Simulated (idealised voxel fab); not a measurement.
The document below concerns the process module designated voxel self aligned contacts.
Cross-section cut: width 235 nm, square cells of 5 nm.
Cross-sections here: square-cell grids, written as top-down lists of bands, a band being one or more rows of cells.
It is stipulated that each band's entry specify, in nanometres, the height of the top of the band and then that of its bottom, followed by the materials of the band in left-to-right sequence, each together with its width in nanometres. A single material marked by the word "throughout" is understood to fill the band from edge to edge; the word "air" is understood to denote empty space.
Basically, 0 is our baseline, since under it the wafer straight out of the box is all one material. The bottom band has no lower end and keeps on going down, so it looks like "from 0 down".
When a width is written as two numbers, as in "30 to 40", the first number is the width in the top row of cells of the band and the second is the width in its bottom row, and the width changes by the same amount from each row to the next.
When a step is marked "identical to before", none of the cells in the cross-section changed during that step.
What "Fully closed voids" gives you is every empty space of 8 cells or more that is cut off from the top. Each appears as width x height at distance, with the distance taken from the left edge and width, height and distance all in nm.
Note: text after step settings on the step line = simulator remark on that step.
"overlay nm" on a masked step: distance the mask lay right of its planned place, negative for left.
So the way this works: pairs, before and after one process step. The after picture only goes down to the lowest band that actually changed, nothing below. Step and its settings are under each pair. And watch out, pairs might come from different runs of this module, same starting wafer though, so a pair only follows on from the one above if its "Pre-step geometry" entry tells you so.

Pre-step geometry
* from 0 down = Si throughout
* Fully closed voids: none

Cross-Section After Step
* from 0 to -5 = SiO2 throughout
* Under the height -5 nothing was changed.
* Fully closed voids: none
Upper to lower cross-section via OXIDIZE [depth nm 5]

Pre-step geometry: identical to the post-step cross-section of the immediately preceding pair.

Cross-Section After Step
* from 25 to 0 = polySi throughout
* Under the height 0 nothing was changed.
* Fully closed voids: none
Upper to lower cross-section via DIRECTIONAL_DEP [material polySi] [thk nm 25]

Pre-step geometry: identical to the post-step cross-section of the immediately preceding pair.

Cross-Section After Step
* from 40 to 25 = SiN throughout
* Under the height 25 nothing was changed.
* Fully closed voids: none
Upper to lower cross-section via DIRECTIONAL_DEP [material SiN] [thk nm 15]

Pre-step geometry: identical to the post-step cross-section of the immediately preceding pair.

Cross-Section After Step
* from 60 to 40 = 55 nm air / 25 nm resist / 25 nm air / 25 nm resist / 25 nm air / 25 nm resist / 55 nm air
* Under the height 40 nothing was changed.
* Fully closed voids: none
Upper to lower cross-section via PATTERN [tone cover] [mask id GATE] [material resist] [width nm 25] [pitch nm 50] [thk nm 20] [overlay nm 0]

Pre-step geometry: identical to the post-step cross-section of the immediately preceding pair.

Cross-Section After Step
* from 60 to 40 = 55 nm air / 25 nm resist / 25 nm air / 25 nm resist / 25 nm air / 25 nm resist / 55 nm air
* from 40 to 25 = 55 nm air / 25 nm SiN / 25 nm air / 25 nm SiN / 25 nm air / 25 nm SiN / 55 nm air
* Under the height 25 nothing was changed.
* Fully closed voids: none
Upper to lower cross-section via DIRECTIONAL_ETCH [etch materials SiN] [depth nm 15]

Pre-step geometry: identical to the post-step cross-section of the immediately preceding pair.

Cross-Section After Step
* from 60 to 40 = 55 nm air / 25 nm resist / 25 nm air / 25 nm resist / 25 nm air / 25 nm resist / 55 nm air
* from 40 to 25 = 55 nm air / 25 nm SiN / 25 nm air / 25 nm SiN / 25 nm air / 25 nm SiN / 55 nm air
* from 25 to 0 = 55 nm air / 25 nm polySi / 25 nm air / 25 nm polySi / 25 nm air / 25 nm polySi / 55 nm air
* Under the height 0 nothing was changed.
* Fully closed voids: none
Upper to lower cross-section via DIRECTIONAL_ETCH [etch materials polySi] [depth nm 25]

Pre-step geometry: identical to the post-step cross-section of the immediately preceding pair.

Cross-Section After Step
* from 40 to 25 = 55 nm air / 25 nm SiN / 25 nm air / 25 nm SiN / 25 nm air / 25 nm SiN / 55 nm air
* Under the height 25 nothing was changed.
* Fully closed voids: none
Upper to lower cross-section via STRIP [etch materials resist]

Pre-step geometry: identical to the post-step cross-section of the immediately preceding pair.

Cross-Section After Step
* from 45 to 25 = 50 nm air / 35 nm SiN / 15 nm air / 35 nm SiN / 15 nm air / 35 nm SiN / 50 nm air
* from 25 to 5 = 50 nm air / 5 nm SiN / 25 nm polySi / 5 nm SiN / 15 nm air / 5 nm SiN / 25 nm polySi / 5 nm SiN / 15 nm air / 5 nm SiN / 25 nm polySi / 5 nm SiN / 50 nm air
* from 5 to 0 = 55 nm SiN / 25 nm polySi / 25 nm SiN / 25 nm polySi / 25 nm SiN / 25 nm polySi / 55 nm SiN
* Under the height 0 nothing was changed.
* Fully closed voids: none
Upper to lower cross-section via CONFORMAL_DEP [material SiN] [thk nm 5]

Pre-step geometry: identical to the post-step cross-section of the immediately preceding pair.

Cross-Section After Step
* from 40 to 25 = 50 nm air / 35 nm SiN / 15 nm air / 35 nm SiN / 15 nm air / 35 nm SiN / 50 nm air
* from 25 to 0 = 50 nm air / 5 nm SiN / 25 nm polySi / 5 nm SiN / 15 nm air / 5 nm SiN / 25 nm polySi / 5 nm SiN / 15 nm air / 5 nm SiN / 25 nm polySi / 5 nm SiN / 50 nm air
* Under the height 0 nothing was changed.
* Fully closed voids: none
Upper to lower cross-section via DIRECTIONAL_ETCH [etch materials SiN] [depth nm 5]

Pre-step geometry: identical to the post-step cross-section of the immediately preceding pair.

Cross-Section After Step
* from 60 to 40 = SiO2 throughout
* from 40 to 25 = 50 nm SiO2 / 35 nm SiN / 15 nm SiO2 / 35 nm SiN / 15 nm SiO2 / 35 nm SiN / 50 nm SiO2
* from 25 to 0 = 50 nm SiO2 / 5 nm SiN / 25 nm polySi / 5 nm SiN / 15 nm SiO2 / 5 nm SiN / 25 nm polySi / 5 nm SiN / 15 nm SiO2 / 5 nm SiN / 25 nm polySi / 5 nm SiN / 50 nm SiO2
* Under the height 0 nothing was changed.
* Fully closed voids: none
Upper to lower cross-section via FILL_DEP [material SiO2] [thk nm 20]

Pre-step geometry: identical to the post-step cross-section of the immediately preceding pair.

Cross-Section After Step
* from 50 to 40 = SiO2 throughout
* Under the height 40 nothing was changed.
* Fully closed voids: none
Upper to lower cross-section via CMP [height nm 50]

Pre-step geometry: identical to the post-step cross-section of the immediately preceding pair.

Cross-Section After Step
* from 60 to 50 = aC throughout
* Under the height 50 nothing was changed.
* Fully closed voids: none
Upper to lower cross-section via DIRECTIONAL_DEP [material aC] [thk nm 10]

Pre-step geometry: identical to the post-step cross-section of the immediately preceding pair.

Cross-Section After Step
* from 90 to 60 = 75 nm resist / 35 nm air / 15 nm resist / 35 nm air / 75 nm resist
* Under the height 60 nothing was changed.
* Fully closed voids: none
Upper to lower cross-section via PATTERN [tone open] [mask id CONTACT] [material resist] [width nm 35] [pitch nm 50] [thk nm 30] [overlay nm 0]

Pre-step geometry: identical to the post-step cross-section of the immediately preceding pair.

Cross-Section After Step
* from 80 to 60 = 75 nm resist / 35 nm air / 15 nm resist / 35 nm air / 75 nm resist
* from 60 to 50 = 75 nm aC / 35 nm air / 15 nm aC / 35 nm air / 75 nm aC
* Under the height 50 nothing was changed.
* Fully closed voids: none
Upper to lower cross-section via DIRECTIONAL_ETCH [etch materials aC] [depth nm 10]

Pre-step geometry: identical to the post-step cross-section of the immediately preceding pair.

Cross-Section After Step
* from 60 to 50 = 75 nm aC / 35 nm air / 15 nm aC / 35 nm air / 75 nm aC
* Under the height 50 nothing was changed.
* Fully closed voids: none
Upper to lower cross-section via STRIP [etch materials resist]

Pre-step geometry: identical to the post-step cross-section of the immediately preceding pair.

Cross-Section After Step
* from 60 to 50 = 75 nm aC / 35 nm air / 15 nm aC / 35 nm air / 75 nm aC
* from 50 to 40 = 75 nm SiO2 / 35 nm air / 15 nm SiO2 / 35 nm air / 75 nm SiO2
* from 40 to 25 = 50 nm SiO2 / 35 nm SiN / 15 nm air / 35 nm SiN / 15 nm air / 35 nm SiN / 50 nm SiO2
* from 25 to 0 = 50 nm SiO2 / 5 nm SiN / 25 nm polySi / 5 nm SiN / 15 nm air / 5 nm SiN / 25 nm polySi / 5 nm SiN / 15 nm air / 5 nm SiN / 25 nm polySi / 5 nm SiN / 50 nm SiO2
* from 0 to -5 = 85 nm SiO2 / 15 nm air / 35 nm SiO2 / 15 nm air / 85 nm SiO2
* Under the height -5 nothing was changed.
* Fully closed voids: none
Upper to lower cross-section via DIRECTIONAL_ETCH [etch materials SiO2] [depth nm 55]

Pre-step geometry: identical to the post-step cross-section of the immediately preceding pair.

Cross-Section After Step
* from 50 to 40 = 75 nm SiO2 / 35 nm air / 15 nm SiO2 / 35 nm air / 75 nm SiO2
* Under the height 40 nothing was changed.
* Fully closed voids: none
Upper to lower cross-section via STRIP [etch materials aC]

Pre-step geometry: identical to the post-step cross-section of the immediately preceding pair.

Cross-Section After Step
* from 55 to 50 = 80 nm TiN / 25 nm air / 25 nm TiN / 25 nm air / 80 nm TiN
* from 50 to 40 = 75 nm SiO2 / 5 to 15 nm TiN / 25 to 5 nm air / 5 to 15 nm TiN / 15 nm SiO2 / 5 to 15 nm TiN / 25 to 5 nm air / 5 to 15 nm TiN / 75 nm SiO2
* from 40 to 25 = 50 nm SiO2 / 35 nm SiN / 5 nm TiN / 5 nm air / 5 nm TiN / 35 nm SiN / 5 nm TiN / 5 nm air / 5 nm TiN / 35 nm SiN / 50 nm SiO2
* from 25 to 0 = 50 nm SiO2 / 5 nm SiN / 25 nm polySi / 5 nm SiN / 5 nm TiN / 5 nm air / 5 nm TiN / 5 nm SiN / 25 nm polySi / 5 nm SiN / 5 nm TiN / 5 nm air / 5 nm TiN / 5 nm SiN / 25 nm polySi / 5 nm SiN / 50 nm SiO2
* from 0 to -5 = 85 nm SiO2 / 15 nm TiN / 35 nm SiO2 / 15 nm TiN / 85 nm SiO2
* Under the height -5 nothing was changed.
* Fully closed voids: none
Upper to lower cross-section via CONFORMAL_DEP [material TiN] [thk nm 5]

Pre-step geometry: identical to the post-step cross-section of the immediately preceding pair.

Cross-Section After Step
* from 65 to 55 = Ru throughout
* from 55 to 50 = 80 nm TiN / 25 nm Ru / 25 nm TiN / 25 nm Ru / 80 nm TiN
* from 50 to 40 = 75 nm SiO2 / 5 to 15 nm TiN / 25 to 5 nm Ru / 5 to 15 nm TiN / 15 nm SiO2 / 5 to 15 nm TiN / 25 to 5 nm Ru / 5 to 15 nm TiN / 75 nm SiO2
* from 40 to 25 = 50 nm SiO2 / 35 nm SiN / 5 nm TiN / 5 nm Ru / 5 nm TiN / 35 nm SiN / 5 nm TiN / 5 nm Ru / 5 nm TiN / 35 nm SiN / 50 nm SiO2
* from 25 to 0 = 50 nm SiO2 / 5 nm SiN / 25 nm polySi / 5 nm SiN / 5 nm TiN / 5 nm Ru / 5 nm TiN / 5 nm SiN / 25 nm polySi / 5 nm SiN / 5 nm TiN / 5 nm Ru / 5 nm TiN / 5 nm SiN / 25 nm polySi / 5 nm SiN / 50 nm SiO2
* Under the height 0 nothing was changed.
* Fully closed voids: none
Upper to lower cross-section via FILL_DEP [material Ru] [thk nm 10]

Pre-step geometry: identical to the post-step cross-section of the immediately preceding pair.

Cross-Section After Step
* from 50 to 40 = 75 nm SiO2 / 5 to 15 nm TiN / 25 to 5 nm Ru / 5 to 15 nm TiN / 15 nm SiO2 / 5 to 15 nm TiN / 25 to 5 nm Ru / 5 to 15 nm TiN / 75 nm SiO2
* Under the height 40 nothing was changed.
* Fully closed voids: none
Upper to lower cross-section via CMP [height nm 50]

Pre-step geometry: identical to the post-step cross-section of the immediately preceding pair.

Cross-Section After Step
* from 55 to 50 = SiCN throughout
* Under the height 50 nothing was changed.
* Fully closed voids: none
Upper to lower cross-section via CONFORMAL_DEP [material SiCN] [thk nm 5]

Pre-step geometry
* from 65 to 55 = Ru throughout
* from 55 to 50 = 80 nm TiN / 25 nm Ru / 25 nm TiN / 25 nm Ru / 80 nm TiN
* from 50 to 40 = 75 nm SiO2 / 5 to 15 nm TiN / 25 to 5 nm Ru / 5 to 15 nm TiN / 15 nm SiO2 / 5 to 15 nm TiN / 25 to 5 nm Ru / 5 to 15 nm TiN / 75 nm SiO2
* from 40 to 25 = 50 nm SiO2 / 35 nm SiN / 5 nm TiN / 5 nm Ru / 5 nm TiN / 35 nm SiN / 5 nm TiN / 5 nm Ru / 5 nm TiN / 35 nm SiN / 50 nm SiO2
* from 25 to 0 = 50 nm SiO2 / 5 nm SiN / 25 nm polySi / 5 nm SiN / 5 nm TiN / 5 nm Ru / 5 nm TiN / 5 nm SiN / 25 nm polySi / 5 nm SiN / 5 nm TiN / 5 nm Ru / 5 nm TiN / 5 nm SiN / 25 nm polySi / 5 nm SiN / 50 nm SiO2
* from 0 to -5 = 85 nm SiO2 / 15 nm TiN / 35 nm SiO2 / 15 nm TiN / 85 nm SiO2
* from -5 down = Si throughout
* Fully closed voids: none

Cross-Section After Step
* from 70 to 65 = SiCN throughout
* Under the height 65 nothing was changed.
* Fully closed voids: none
Upper to lower cross-section via CONFORMAL_DEP [material SiCN] [thk nm 5]

Pre-step geometry
* from 40 to 25 = SiN throughout
* from 25 to 0 = polySi throughout
* from 0 to -5 = SiO2 throughout
* from -5 down = Si throughout
* Fully closed voids: none

Cross-Section After Step
* from 55 to 25 = SiN throughout
* Under the height 25 nothing was changed.
* Fully closed voids: none
Upper to lower cross-section via DIRECTIONAL_DEP [material SiN] [thk nm 15]

Pre-step geometry: identical to the post-step cross-section of the immediately preceding pair.

Cross-Section After Step
* from 75 to 55 = 55 nm air / 25 nm resist / 25 nm air / 25 nm resist / 25 nm air / 25 nm resist / 55 nm air
* Under the height 55 nothing was changed.
* Fully closed voids: none
Upper to lower cross-section via PATTERN [tone cover] [mask id GATE] [material resist] [width nm 25] [pitch nm 50] [thk nm 20] [overlay nm 0]

Pre-step geometry: identical to the post-step cross-section of the immediately preceding pair.

Cross-Section After Step
* from 75 to 55 = 55 nm air / 25 nm resist / 25 nm air / 25 nm resist / 25 nm air / 25 nm resist / 55 nm air
* from 55 to 40 = 55 nm air / 25 nm SiN / 25 nm air / 25 nm SiN / 25 nm air / 25 nm SiN / 55 nm air
* Under the height 40 nothing was changed.
* Fully closed voids: none
Upper to lower cross-section via DIRECTIONAL_ETCH [etch materials SiN] [depth nm 15]

Pre-step geometry: identical to the post-step cross-section of the immediately preceding pair.

Cross-Section After Step
* from 55 to 40 = 55 nm air / 25 nm SiN / 25 nm air / 25 nm SiN / 25 nm air / 25 nm SiN / 55 nm air
* Under the height 40 nothing was changed.
* Fully closed voids: none
Upper to lower cross-section via STRIP [etch materials resist]

Pre-step geometry: identical to the post-step cross-section of the immediately preceding pair.

Cross-Section After Step
* from 60 to 45 = 50 nm air / 35 nm SiN / 15 nm air / 35 nm SiN / 15 nm air / 35 nm SiN / 50 nm air
* from 45 to 25 = SiN throughout
* Under the height 25 nothing was changed.
* Fully closed voids: none
Upper to lower cross-section via CONFORMAL_DEP [material SiN] [thk nm 5]

Pre-step geometry: identical to the post-step cross-section of the immediately preceding pair.

Cross-Section After Step
* from 55 to 40 = 50 nm air / 35 nm SiN / 15 nm air / 35 nm SiN / 15 nm air / 35 nm SiN / 50 nm air
* Under the height 40 nothing was changed.
* Fully closed voids: none
Upper to lower cross-section via DIRECTIONAL_ETCH [etch materials SiN] [depth nm 5]

Pre-step geometry: identical to the post-step cross-section of the immediately preceding pair.

Cross-Section After Step
* from 75 to 55 = SiO2 throughout
* from 55 to 40 = 50 nm SiO2 / 35 nm SiN / 15 nm SiO2 / 35 nm SiN / 15 nm SiO2 / 35 nm SiN / 50 nm SiO2
* Under the height 40 nothing was changed.
* Fully closed voids: none
Upper to lower cross-section via FILL_DEP [material SiO2] [thk nm 20]

Pre-step geometry: identical to the post-step cross-section of the immediately preceding pair.

Cross-Section After Step
* from 50 to 40 = 50 nm SiO2 / 35 nm SiN / 15 nm SiO2 / 35 nm SiN / 15 nm SiO2 / 35 nm SiN / 50 nm SiO2
* Under the height 40 nothing was changed.
* Fully closed voids: none
Upper to lower cross-section via CMP [height nm 50]

Pre-step geometry: identical to the post-step cross-section of the immediately preceding pair.

Cross-Section After Step
* from 60 to 50 = aC throughout
* Under the height 50 nothing was changed.
* Fully closed voids: none
Upper to lower cross-section via DIRECTIONAL_DEP [material aC] [thk nm 10]

Pre-step geometry: identical to the post-step cross-section of the immediately preceding pair.

Cross-Section After Step
* from 90 to 60 = 75 nm resist / 35 nm air / 15 nm resist / 35 nm air / 75 nm resist
* Under the height 60 nothing was changed.
* Fully closed voids: none
Upper to lower cross-section via PATTERN [tone open] [mask id CONTACT] [material resist] [width nm 35] [pitch nm 50] [thk nm 30] [overlay nm 0]

Pre-step geometry: identical to the post-step cross-section of the immediately preceding pair.

Cross-Section After Step
* from 80 to 60 = 75 nm resist / 35 nm air / 15 nm resist / 35 nm air / 75 nm resist
* from 60 to 50 = 75 nm aC / 35 nm air / 15 nm aC / 35 nm air / 75 nm aC
* Under the height 50 nothing was changed.
* Fully closed voids: none
Upper to lower cross-section via DIRECTIONAL_ETCH [etch materials aC] [depth nm 10]

Pre-step geometry: identical to the post-step cross-section of the immediately preceding pair.

Cross-Section After Step
* from 60 to 50 = 75 nm aC / 35 nm air / 15 nm aC / 35 nm air / 75 nm aC
* Under the height 50 nothing was changed.
* Fully closed voids: none
Upper to lower cross-section via STRIP [etch materials resist]

Pre-step geometry: identical to the post-step cross-section of the immediately preceding pair.

Cross-Section After Step
* from 60 to 50 = 75 nm aC / 35 nm air / 15 nm aC / 35 nm air / 75 nm aC
* from 50 to 40 = 50 nm SiO2 / 35 nm SiN / 15 nm air / 35 nm SiN / 15 nm air / 35 nm SiN / 50 nm SiO2
* Under the height 40 nothing was changed.
* Fully closed voids: none
Upper to lower cross-section via DIRECTIONAL_ETCH [etch materials SiO2] [depth nm 55]

Pre-step geometry: identical to the post-step cross-section of the immediately preceding pair.

Cross-Section After Step
* from 50 to 40 = 50 nm SiO2 / 35 nm SiN / 15 nm air / 35 nm SiN / 15 nm air / 35 nm SiN / 50 nm SiO2
* Under the height 40 nothing was changed.
* Fully closed voids: none
Upper to lower cross-section via STRIP [etch materials aC]

Pre-step geometry: identical to the post-step cross-section of the immediately preceding pair.

Cross-Section After Step
* from 55 to 50 = 90 nm TiN / 5 nm air / 45 nm TiN / 5 nm air / 90 nm TiN
* from 50 to 45 = 50 nm SiO2 / 35 nm SiN / 5 nm TiN / 5 nm air / 5 nm TiN / 35 nm SiN / 5 nm TiN / 5 nm air / 5 nm TiN / 35 nm SiN / 50 nm SiO2
* from 45 to 40 = 50 nm SiO2 / 35 nm SiN / 15 nm TiN / 35 nm SiN / 15 nm TiN / 35 nm SiN / 50 nm SiO2
* Under the height 40 nothing was changed.
* Fully closed voids: none
Upper to lower cross-section via CONFORMAL_DEP [material TiN] [thk nm 5]

Pre-step geometry: identical to the post-step cross-section of the immediately preceding pair.

Cross-Section After Step
* from 65 to 55 = Ru throughout
* from 55 to 50 = 90 nm TiN / 5 nm Ru / 45 nm TiN / 5 nm Ru / 90 nm TiN
* from 50 to 45 = 50 nm SiO2 / 35 nm SiN / 5 nm TiN / 5 nm Ru / 5 nm TiN / 35 nm SiN / 5 nm TiN / 5 nm Ru / 5 nm TiN / 35 nm SiN / 50 nm SiO2
* Under the height 45 nothing was changed.
* Fully closed voids: none
Upper to lower cross-section via FILL_DEP [material Ru] [thk nm 10]

Pre-step geometry: identical to the post-step cross-section of the immediately preceding pair.

Cross-Section After Step
* from 50 to 45 = 50 nm SiO2 / 35 nm SiN / 5 nm TiN / 5 nm Ru / 5 nm TiN / 35 nm SiN / 5 nm TiN / 5 nm Ru / 5 nm TiN / 35 nm SiN / 50 nm SiO2
* Under the height 45 nothing was changed.
* Fully closed voids: none
Upper to lower cross-section via CMP [height nm 50]

Pre-step geometry: identical to the post-step cross-section of the immediately preceding pair.

Cross-Section After Step
* from 55 to 50 = SiCN throughout
* Under the height 50 nothing was changed.
* Fully closed voids: none
Upper to lower cross-section via CONFORMAL_DEP [material SiCN] [thk nm 5]

Pre-step geometry
* from 0 down = Si throughout
* Fully closed voids: none

Cross-Section After Step
* from 25 to 0 = polySi throughout
* Under the height 0 nothing was changed.
* Fully closed voids: none
Upper to lower cross-section via DIRECTIONAL_DEP [material polySi] [thk nm 25]

Pre-step geometry: identical to the post-step cross-section of the immediately preceding pair.

Cross-Section After Step
* from 25 to 20 = SiO2 throughout
* Under the height 20 nothing was changed.
* Fully closed voids: none
Upper to lower cross-section via OXIDIZE [depth nm 5]

Pre-step geometry: identical to the post-step cross-section of the immediately preceding pair.

Cross-Section After Step
* from 40 to 25 = SiN throughout
* Under the height 25 nothing was changed.
* Fully closed voids: none
Upper to lower cross-section via DIRECTIONAL_DEP [material SiN] [thk nm 15]

Pre-step geometry: identical to the post-step cross-section of the immediately preceding pair.

Cross-Section After Step
* from 60 to 40 = 55 nm air / 25 nm resist / 25 nm air / 25 nm resist / 25 nm air / 25 nm resist / 55 nm air
* Under the height 40 nothing was changed.
* Fully closed voids: none
Upper to lower cross-section via PATTERN [tone cover] [mask id GATE] [material resist] [width nm 25] [pitch nm 50] [thk nm 20] [overlay nm 0]

Pre-step geometry: identical to the post-step cross-section of the immediately preceding pair.

Cross-Section After Step
* from 60 to 40 = 55 nm air / 25 nm resist / 25 nm air / 25 nm resist / 25 nm air / 25 nm resist / 55 nm air
* from 40 to 25 = 55 nm air / 25 nm SiN / 25 nm air / 25 nm SiN / 25 nm air / 25 nm SiN / 55 nm air
* Under the height 25 nothing was changed.
* Fully closed voids: none
Upper to lower cross-section via DIRECTIONAL_ETCH [etch materials SiN] [depth nm 15]

Pre-step geometry: identical to the post-step cross-section of the immediately preceding pair.

Cross-Section After Step
* from 40 to 25 = 55 nm air / 25 nm SiN / 25 nm air / 25 nm SiN / 25 nm air / 25 nm SiN / 55 nm air
* Under the height 25 nothing was changed.
* Fully closed voids: none
Upper to lower cross-section via STRIP [etch materials resist]

Pre-step geometry: identical to the post-step cross-section of the immediately preceding pair.

Cross-Section After Step
* from 45 to 30 = 50 nm air / 35 nm SiN / 15 nm air / 35 nm SiN / 15 nm air / 35 nm SiN / 50 nm air
* from 30 to 25 = SiN throughout
* Under the height 25 nothing was changed.
* Fully closed voids: none
Upper to lower cross-section via CONFORMAL_DEP [material SiN] [thk nm 5]

Pre-step geometry: identical to the post-step cross-section of the immediately preceding pair.

Cross-Section After Step
* from 40 to 25 = 50 nm air / 35 nm SiN / 15 nm air / 35 nm SiN / 15 nm air / 35 nm SiN / 50 nm air
* Under the height 25 nothing was changed.
* Fully closed voids: none
Upper to lower cross-section via DIRECTIONAL_ETCH [etch materials SiN] [depth nm 5]

Pre-step geometry: identical to the post-step cross-section of the immediately preceding pair.

Cross-Section After Step
* from 60 to 40 = SiO2 throughout
* from 40 to 25 = 50 nm SiO2 / 35 nm SiN / 15 nm SiO2 / 35 nm SiN / 15 nm SiO2 / 35 nm SiN / 50 nm SiO2
* Under the height 25 nothing was changed.
* Fully closed voids: none
Upper to lower cross-section via FILL_DEP [material SiO2] [thk nm 20]

Pre-step geometry: identical to the post-step cross-section of the immediately preceding pair.

Cross-Section After Step
* from 50 to 40 = SiO2 throughout
* Under the height 40 nothing was changed.
* Fully closed voids: none
Upper to lower cross-section via CMP [height nm 50]

Pre-step geometry: identical to the post-step cross-section of the immediately preceding pair.

Cross-Section After Step
* from 60 to 50 = aC throughout
* Under the height 50 nothing was changed.
* Fully closed voids: none
Upper to lower cross-section via DIRECTIONAL_DEP [material aC] [thk nm 10]

Pre-step geometry: identical to the post-step cross-section of the immediately preceding pair.

Cross-Section After Step
* from 90 to 60 = 75 nm resist / 35 nm air / 15 nm resist / 35 nm air / 75 nm resist
* Under the height 60 nothing was changed.
* Fully closed voids: none
Upper to lower cross-section via PATTERN [tone open] [mask id CONTACT] [material resist] [width nm 35] [pitch nm 50] [thk nm 30] [overlay nm 0]

Pre-step geometry: identical to the post-step cross-section of the immediately preceding pair.

Cross-Section After Step
* from 80 to 60 = 75 nm resist / 35 nm air / 15 nm resist / 35 nm air / 75 nm resist
* from 60 to 50 = 75 nm aC / 35 nm air / 15 nm aC / 35 nm air / 75 nm aC
* Under the height 50 nothing was changed.
* Fully closed voids: none
Upper to lower cross-section via DIRECTIONAL_ETCH [etch materials aC] [depth nm 10]

Pre-step geometry: identical to the post-step cross-section of the immediately preceding pair.

Cross-Section After Step
* from 60 to 50 = 75 nm aC / 35 nm air / 15 nm aC / 35 nm air / 75 nm aC
* Under the height 50 nothing was changed.
* Fully closed voids: none
Upper to lower cross-section via STRIP [etch materials resist]

Pre-step geometry: identical to the post-step cross-section of the immediately preceding pair.

Cross-Section After Step
* from 60 to 50 = 75 nm aC / 35 nm air / 15 nm aC / 35 nm air / 75 nm aC
* from 50 to 40 = 75 nm SiO2 / 35 nm air / 15 nm SiO2 / 35 nm air / 75 nm SiO2
* from 40 to 25 = 50 nm SiO2 / 35 nm SiN / 15 nm air / 35 nm SiN / 15 nm air / 35 nm SiN / 50 nm SiO2
* from 25 to 20 = 85 nm SiO2 / 15 nm air / 35 nm SiO2 / 15 nm air / 85 nm SiO2
* Under the height 20 nothing was changed.
* Fully closed voids: none
Upper to lower cross-section via DIRECTIONAL_ETCH [etch materials SiO2] [depth nm 55]

Pre-step geometry: identical to the post-step cross-section of the immediately preceding pair.

Cross-Section After Step
* from 50 to 40 = 75 nm SiO2 / 35 nm air / 15 nm SiO2 / 35 nm air / 75 nm SiO2
* Under the height 40 nothing was changed.
* Fully closed voids: none
Upper to lower cross-section via STRIP [etch materials aC]

Pre-step geometry: identical to the post-step cross-section of the immediately preceding pair.

Cross-Section After Step
* from 55 to 50 = 80 nm TiN / 25 nm air / 25 nm TiN / 25 nm air / 80 nm TiN
* from 50 to 40 = 75 nm SiO2 / 5 to 15 nm TiN / 25 to 5 nm air / 5 to 15 nm TiN / 15 nm SiO2 / 5 to 15 nm TiN / 25 to 5 nm air / 5 to 15 nm TiN / 75 nm SiO2
* from 40 to 25 = 50 nm SiO2 / 35 nm SiN / 5 nm TiN / 5 nm air / 5 nm TiN / 35 nm SiN / 5 nm TiN / 5 nm air / 5 nm TiN / 35 nm SiN / 50 nm SiO2
* from 25 to 20 = 85 nm SiO2 / 15 nm TiN / 35 nm SiO2 / 15 nm TiN / 85 nm SiO2
* Under the height 20 nothing was changed.
* Fully closed voids: none
Upper to lower cross-section via CONFORMAL_DEP [material TiN] [thk nm 5]

Pre-step geometry: identical to the post-step cross-section of the immediately preceding pair.

Cross-Section After Step
* from 65 to 55 = Ru throughout
* from 55 to 50 = 80 nm TiN / 25 nm Ru / 25 nm TiN / 25 nm Ru / 80 nm TiN
* from 50 to 40 = 75 nm SiO2 / 5 to 15 nm TiN / 25 to 5 nm Ru / 5 to 15 nm TiN / 15 nm SiO2 / 5 to 15 nm TiN / 25 to 5 nm Ru / 5 to 15 nm TiN / 75 nm SiO2
* from 40 to 25 = 50 nm SiO2 / 35 nm SiN / 5 nm TiN / 5 nm Ru / 5 nm TiN / 35 nm SiN / 5 nm TiN / 5 nm Ru / 5 nm TiN / 35 nm SiN / 50 nm SiO2
* Under the height 25 nothing was changed.
* Fully closed voids: none
Upper to lower cross-section via FILL_DEP [material Ru] [thk nm 10]

Pre-step geometry: identical to the post-step cross-section of the immediately preceding pair.

Cross-Section After Step
* from 50 to 40 = 75 nm SiO2 / 5 to 15 nm TiN / 25 to 5 nm Ru / 5 to 15 nm TiN / 15 nm SiO2 / 5 to 15 nm TiN / 25 to 5 nm Ru / 5 to 15 nm TiN / 75 nm SiO2
* Under the height 40 nothing was changed.
* Fully closed voids: none
Upper to lower cross-section via CMP [height nm 50]

Pre-step geometry: identical to the post-step cross-section of the immediately preceding pair.

Cross-Section After Step
* from 55 to 50 = SiCN throughout
* Under the height 50 nothing was changed.
* Fully closed voids: none
Upper to lower cross-section via CONFORMAL_DEP [material SiCN] [thk nm 5]

Pre-step geometry
* from 60 to 40 = 55 nm air / 25 nm resist / 25 nm air / 25 nm resist / 25 nm air / 25 nm resist / 55 nm air
* from 40 to 25 = SiN throughout
* from 25 to 0 = polySi throughout
* from 0 to -5 = SiO2 throughout
* from -5 down = Si throughout
* Fully closed voids: none

Cross-Section After Step
* from 60 to 40 = 55 nm air / 25 nm resist / 25 nm air / 25 nm resist / 25 nm air / 25 nm resist / 55 nm air
* from 40 to 30 = 55 nm air / 25 nm SiN / 25 nm air / 25 nm SiN / 25 nm air / 25 nm SiN / 55 nm air
* Under the height 30 nothing was changed.
* Fully closed voids: none
Upper to lower cross-section via DIRECTIONAL_ETCH [etch materials SiN] [depth nm 10]

Pre-step geometry: identical to the post-step cross-section of the immediately preceding pair.

Cross-Section After Step
* from 40 to 30 = 55 nm air / 25 nm SiN / 25 nm air / 25 nm SiN / 25 nm air / 25 nm SiN / 55 nm air
* Under the height 30 nothing was changed.
* Fully closed voids: none
Upper to lower cross-section via STRIP [etch materials resist]

Pre-step geometry: identical to the post-step cross-section of the immediately preceding pair.

Cross-Section After Step
* from 45 to 35 = 50 nm air / 35 nm SiN / 15 nm air / 35 nm SiN / 15 nm air / 35 nm SiN / 50 nm air
* from 35 to 25 = SiN throughout
* Under the height 25 nothing was changed.
* Fully closed voids: none
Upper to lower cross-section via CONFORMAL_DEP [material SiN] [thk nm 5]

Pre-step geometry: identical to the post-step cross-section of the immediately preceding pair.

Cross-Section After Step
* from 40 to 30 = 50 nm air / 35 nm SiN / 15 nm air / 35 nm SiN / 15 nm air / 35 nm SiN / 50 nm air
* Under the height 30 nothing was changed.
* Fully closed voids: none
Upper to lower cross-section via DIRECTIONAL_ETCH [etch materials SiN] [depth nm 5]

Pre-step geometry: identical to the post-step cross-section of the immediately preceding pair.

Cross-Section After Step
* from 60 to 40 = SiO2 throughout
* from 40 to 30 = 50 nm SiO2 / 35 nm SiN / 15 nm SiO2 / 35 nm SiN / 15 nm SiO2 / 35 nm SiN / 50 nm SiO2
* Under the height 30 nothing was changed.
* Fully closed voids: none
Upper to lower cross-section via FILL_DEP [material SiO2] [thk nm 20]

Pre-step geometry: identical to the post-step cross-section of the immediately preceding pair.

Cross-Section After Step
* from 50 to 40 = SiO2 throughout
* Under the height 40 nothing was changed.
* Fully closed voids: none
Upper to lower cross-section via CMP [height nm 50]

Pre-step geometry: identical to the post-step cross-section of the immediately preceding pair.

Cross-Section After Step
* from 60 to 50 = aC throughout
* Under the height 50 nothing was changed.
* Fully closed voids: none
Upper to lower cross-section via DIRECTIONAL_DEP [material aC] [thk nm 10]
